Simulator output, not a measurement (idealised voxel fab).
process module | voxel self aligned vias
cross-section cut | 175 nm wide | cells 5 nm
A cross-section is a grid of square cells, given in bands from the top down. A band is one or more rows of cells.
Each band's line starts with the height of the band's top and of its bottom, in nm. Then come its materials from left to right, each with its width in nm. One material with "throughout" fills the band from edge to edge. "air" is empty space.
Height 0 is the level under which the wafer as received is all one material. The lowest band goes on downwards, as in "0 down".
A width such as "30 to 40" changes by the same amount from each row of cells to the next, from the band's top row to its bottom row.
"no change" after a step means that no cell of the cross-section changed.
closed voids: empty space of 8 cells or more with no open way to the top, each as width x height at its distance from the left edge, in nm
after a step's settings: what the simulator itself notes on the step
overlay nm, on a step with a mask: how far to the right of its planned place the mask lay; to the left if negative
plan
1 op RECEIVE | material Si
2 op CONFORMAL_DEP | material SiO2 | thk nm 15
3 op CONFORMAL_DEP | material SiCN | thk nm 5
4 op DIRECTIONAL_DEP | material SiO2 | thk nm 20
5 op DIRECTIONAL_DEP | material aC | thk nm 15
6 op PATTERN | tone open | mask id LINES | material resist | width nm 30 | pitch nm 70 | thk nm 35 | overlay nm 0
7 op DIRECTIONAL_ETCH | etch materials aC | depth nm 15
8 op STRIP | etch materials resist
9 op DIRECTIONAL_ETCH | etch materials SiO2 | depth nm 20
10 op STRIP | etch materials aC
11 op CONFORMAL_DEP | material TiN | thk nm 5
12 op FILL_DEP | material Ru | thk nm 10
13 op CMP | height nm 40
14 op SELECTIVE_ETCH | etch materials W Ru TiN | depth nm 10
15 op FILL_DEP | material SiN | thk nm 5
16 op CMP | height nm 40
17 op DIRECTIONAL_DEP | material SiO2 | thk nm 15
18 op DIRECTIONAL_DEP | material aC | thk nm 10
19 op PATTERN | tone open | mask id VIAS | material resist | width nm 50 | thk nm 30 | overlay nm 0
20 op DIRECTIONAL_ETCH | etch materials aC | depth nm 10
21 op STRIP | etch materials resist
22 op DIRECTIONAL_ETCH | etch materials SiO2 | depth nm 15
23 op DIRECTIONAL_ETCH | etch materials SiN | depth nm 10
24 op STRIP | etch materials aC
25 op CONFORMAL_DEP | material TiN | thk nm 5
26 op FILL_DEP | material W | thk nm 10
27 op CMP | height nm 55
28 op CONFORMAL_DEP | material SiN | thk nm 5
first wafer, as planned
as received, after step 1
  0 down: Si throughout
  closed voids: none
after step 2
  15 to 0: SiO2 throughout
  below 0: unchanged
after step 3
  20 to 15: SiCN throughout
  below 15: unchanged
after step 4
  40 to 20: SiO2 throughout
  below 20: unchanged
after step 5
  55 to 40: aC throughout
  below 40: unchanged
after step 6
  90 to 55: resist 35 | air 30 | resist 40 | air 30 | resist 40
  below 55: unchanged
after step 7
  75 to 55: resist 35 | air 30 | resist 40 | air 30 | resist 40
  55 to 40: aC 35 | air 30 | aC 40 | air 30 | aC 40
  below 40: unchanged
after step 8
  55 to 40: aC 35 | air 30 | aC 40 | air 30 | aC 40
  below 40: unchanged
after step 9
  55 to 40: aC 35 | air 30 | aC 40 | air 30 | aC 40
  40 to 20: SiO2 35 | air 30 | SiO2 40 | air 30 | SiO2 40
  below 20: unchanged
after step 10
  40 to 20: SiO2 35 | air 30 | SiO2 40 | air 30 | SiO2 40
  below 20: unchanged
after step 11
  45 to 40: TiN 40 | air 20 | TiN 50 | air 20 | TiN 45
  40 to 25: SiO2 35 | TiN 5 | air 20 | TiN 5 | SiO2 40 | TiN 5 | air 20 | TiN 5 | SiO2 40
  25 to 20: SiO2 35 | TiN 30 | SiO2 40 | TiN 30 | SiO2 40
  below 20: unchanged
after step 12
  55 to 45: Ru throughout
  45 to 40: TiN 40 | Ru 20 | TiN 50 | Ru 20 | TiN 45
  40 to 25: SiO2 35 | TiN 5 | Ru 20 | TiN 5 | SiO2 40 | TiN 5 | Ru 20 | TiN 5 | SiO2 40
  below 25: unchanged
after step 13
  40 to 25: SiO2 35 | TiN 5 | Ru 20 | TiN 5 | SiO2 40 | TiN 5 | Ru 20 | TiN 5 | SiO2 40
  below 25: unchanged
after step 14
  40 to 30: SiO2 35 | air 30 | SiO2 40 | air 30 | SiO2 40
  below 30: unchanged
after step 15
  45 to 40: SiN throughout
  40 to 30: SiO2 35 | SiN 30 | SiO2 40 | SiN 30 | SiO2 40
  below 30: unchanged
after step 16
  40 to 30: SiO2 35 | SiN 30 | SiO2 40 | SiN 30 | SiO2 40
  below 30: unchanged
after step 17
  55 to 40: SiO2 throughout
  below 40: unchanged
after step 18
  65 to 55: aC throughout
  below 55: unchanged
after step 19
  95 to 65: resist 25 | air 50 | resist 100
  below 65: unchanged
after step 20
  85 to 65: resist 25 | air 50 | resist 100
  65 to 55: aC 25 | air 50 | aC 100
  below 55: unchanged
after step 21
  65 to 55: aC 25 | air 50 | aC 100
  below 55: unchanged
after step 22
  65 to 55: aC 25 | air 50 | aC 100
  55 to 40: SiO2 25 | air 50 | SiO2 100
  below 40: unchanged
after step 23
  65 to 55: aC 25 | air 50 | aC 100
  55 to 40: SiO2 25 | air 50 | SiO2 100
  40 to 30: SiO2 35 | air 30 | SiO2 40 | SiN 30 | SiO2 40
  below 30: unchanged
after step 24
  55 to 40: SiO2 25 | air 50 | SiO2 100
  below 40: unchanged
after step 25
  60 to 55: TiN 30 | air 40 | TiN 105
  55 to 45: SiO2 25 | TiN 5 | air 40 | TiN 5 | SiO2 100
  45 to 40: SiO2 25 | TiN 15 | air 20 | TiN 15 | SiO2 100
  40 to 35: SiO2 35 | TiN 5 | air 20 | TiN 5 | SiO2 40 | SiN 30 | SiO2 40
  35 to 30: SiO2 35 | TiN 30 | SiO2 40 | SiN 30 | SiO2 40
  below 30: unchanged
after step 26
  70 to 60: W throughout
  60 to 55: TiN 30 | W 40 | TiN 105
  55 to 45: SiO2 25 | TiN 5 | W 40 | TiN 5 | SiO2 100
  45 to 40: SiO2 25 | TiN 15 | W 20 | TiN 15 | SiO2 100
  40 to 35: SiO2 35 | TiN 5 | W 20 | TiN 5 | SiO2 40 | SiN 30 | SiO2 40
  below 35: unchanged
after step 27
  55 to 45: SiO2 25 | TiN 5 | W 40 | TiN 5 | SiO2 100
  below 45: unchanged
after step 28
  60 to 55: SiN throughout
  below 55: unchanged
second wafer: like start, like plan, one mistake. Through step 22 it matches the first wafer
when step 23 should have ended
  65 to 55: aC 25 | air 50 | aC 100
  55 to 40: SiO2 25 | air 50 | SiO2 100
  40 to 35: SiO2 35 | air 30 | SiO2 40 | SiN 30 | SiO2 40
  below 35: unchanged
when step 24 should have ended
  55 to 40: SiO2 25 | air 50 | SiO2 100
  below 40: unchanged
when step 25 should have ended
  60 to 55: TiN 30 | air 40 | TiN 105
  55 to 45: SiO2 25 | TiN 5 | air 40 | TiN 5 | SiO2 100
  45 to 40: SiO2 25 | TiN 15 | air 20 | TiN 15 | SiO2 100
  40 to 35: SiO2 35 | TiN 30 | SiO2 40 | SiN 30 | SiO2 40
  below 35: unchanged
when step 26 should have ended
  70 to 60: W throughout
  60 to 55: TiN 30 | W 40 | TiN 105
  55 to 45: SiO2 25 | TiN 5 | W 40 | TiN 5 | SiO2 100
  45 to 40: SiO2 25 | TiN 15 | W 20 | TiN 15 | SiO2 100
  below 40: unchanged
when step 27 should have ended
  55 to 45: SiO2 25 | TiN 5 | W 40 | TiN 5 | SiO2 100
  below 45: unchanged
when step 28 should have ended
  60 to 55: SiN throughout
  below 55: unchanged
what went wrong: step 23 ran as: op DIRECTIONAL_ETCH | etch materials SiN | depth nm 5
at the end the second wafer has, in cells: 6 more of SiN | 2 fewer of TiN | 4 fewer of W
